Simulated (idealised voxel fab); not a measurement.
process module | voxel released beams
cross-section cut | 290 nm wide | cells 5 nm
A cross-section is a grid of square cells, given in bands from the top down. A band is one or more rows of cells.
Each band's line starts with the height of the band's top and of its bottom, in nm. Then come its materials from left to right, each with its width in nm. One material with "throughout" fills the band from edge to edge. "air" is empty space.
Height 0 is the level under which the wafer as received is all one material. The lowest band goes on downwards, as in "0 down".
A width such as "30 to 40" changes by the same amount from each row of cells to the next, from the band's top row to its bottom row.
"no change" after a step means that no cell of the cross-section changed.
closed voids: empty space of 8 cells or more with no open way to the top, each as width x height at its distance from the left edge, in nm
after a step's settings: what the simulator itself notes on the step
overlay nm, on a step with a mask: how far to the right of its planned place the mask lay; to the left if negative
plan
1 op RECEIVE | material Si
2 op CONFORMAL_DEP | material SiN | thk nm 10
3 op DIRECTIONAL_DEP | material SiO2 | thk nm 20
4 op MASKED_ETCH | tone open | mask id ANCHOR | width nm 25 | etch materials SiO2 | depth nm 20 | overlay nm 0
5 op CONFORMAL_DEP | material polySi | thk nm 10
6 op MASKED_ETCH | tone cover | mask id BEAM | width nm 90 | etch materials polySi | depth nm 10 | overlay nm 0
7 op STRIP | etch materials SiO2
varied across the wafers: width nm of step 4. The plan shows the first wafer's value. All wafers start alike
first wafer as received, after step 1
  0 down: Si throughout
  closed voids: none
first wafer at the end, after step 7
  40 to 30: air 95 | polySi 20 | air 5 | polySi 65 | air 105
  30 to 20: air 105 | polySi 10 | air 5 | polySi 10 | air 160
  20 to 10: air 105 | polySi 25 | air 160
  10 to 0: SiN throughout
  0 down: Si throughout
  closed voids: none
last wafer at the end
  40 to 30: air 95 | polySi 10 | air 30 | polySi 50 | air 105
  30 to 20: air 95 | polySi 10 | air 30 | polySi 10 | air 145
  20 to 10: air 95 | polySi 50 | air 145
  10 to 0: SiN throughout
  0 down: Si throughout
  closed voids: none
each wafer at the end: cells of each material gained (+) or lost (-) since it was received, then its closed voids
width nm 25 | +116 SiN | +52 polySi | closed voids: none
width nm 30 | +116 SiN | +52 polySi | closed voids: none
width nm 35 | +116 SiN | +52 polySi | closed voids: none
width nm 40 | +116 SiN | +52 polySi | closed voids: none
width nm 45 | +116 SiN | +52 polySi | closed voids: none
width nm 50 | +116 SiN | +52 polySi | closed voids: none
